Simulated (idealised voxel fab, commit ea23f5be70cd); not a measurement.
This section sets out a process module, namely voxel spacer lines.
Each square cell in cross-section cut measures 5 nm, and the section as a whole is 225 nm wide.
Just so we're on the same page, the cross-sections are grids of square cells, and they're listed out in bands top to bottom, each band one or more rows deep.
Per band: top height and bottom height in nm, followed by the left-to-right materials and their widths in nm; "full width" marks a single material spanning edge to edge, "blank" marks empty space.
Height datum 0, below which the as-received substrate wafer is one material. Lowest band open at the bottom, running downward: "top 0, no bottom".
The expression "30 to 40" gives the width at the extremes of the band, the first number at its top row of cells and the second at its bottom row, with the width changing by equal amounts from each row to the next in between.
Any step labelled "left unchanged" changed none of the cells in the cross-section.
"Trapped cavities": empty spaces of 8 cells or more with no open way to the top, each given as width x height at distance, distance from the left edge, all in nm.
On each step's line, the part that comes after the settings is the simulator's own comment on the step.
If you see "overlay nm" on a step's line and that step has a mask, it's telling you how far right of where it was planned the mask ended up; a negative number means it went left instead.
### Process steps foreseen in the plan
1: RECEIVE [material Si]
2: CONFORMAL_DEP [material Al2O3] [thk nm 5]
3: DIRECTIONAL_DEP [material W] [thk nm 10]
4: DIRECTIONAL_DEP [material aC] [thk nm 30]
5: PATTERN [tone cover] [mask id MANDREL] [material resist] [width nm 25] [pitch nm 70] [thk nm 40] [overlay nm 0]
6: DIRECTIONAL_ETCH [etch materials aC] [depth nm 30]
7: STRIP [etch materials resist]
8: CONFORMAL_DEP [material SiO2] [thk nm 10]
9: DIRECTIONAL_ETCH [etch materials SiO2] [depth nm 10]
10: STRIP [etch materials aC]
11: DIRECTIONAL_ETCH [etch materials W] [depth nm 10]
12: STRIP [etch materials SiO2]
13: FILL_DEP [material SiO2] [thk nm 5]
14: CMP [height nm 15]
### Cross-section of the wafer as it came to us, i.e., already through step 1
top 0, no bottom = Si full width
Trapped cavities: none
### First wafer of two, sectioned at end of module; run went per plan
top 15, bottom 5 = SiO2=20; W=10; SiO2=25; W=10; SiO2=25; W=10; SiO2=25; W=10; SiO2=25; W=10; SiO2=25; W=10; SiO2=20
top 5, bottom 0 = Al2O3 full width
top 0, no bottom = Si full width
Trapped cavities: none
### Cross-section, wafer two of two, end of module: same start and plan as wafer one, one error in execution
top 15, bottom 10 = SiO2 full width
top 10, bottom 0 = SiO2=20; W=10; SiO2=25; W=10; SiO2=25; W=10; SiO2=25; W=10; SiO2=25; W=10; SiO2=25; W=10; SiO2=20
top 0, no bottom = Si full width
Trapped cavities: none
What was the processing mistake? skipped: plan step 2 (never run)
The second wafer ends with more or fewer cells of some materials than the first, per final count: -45 Al2O3, +45 SiO2
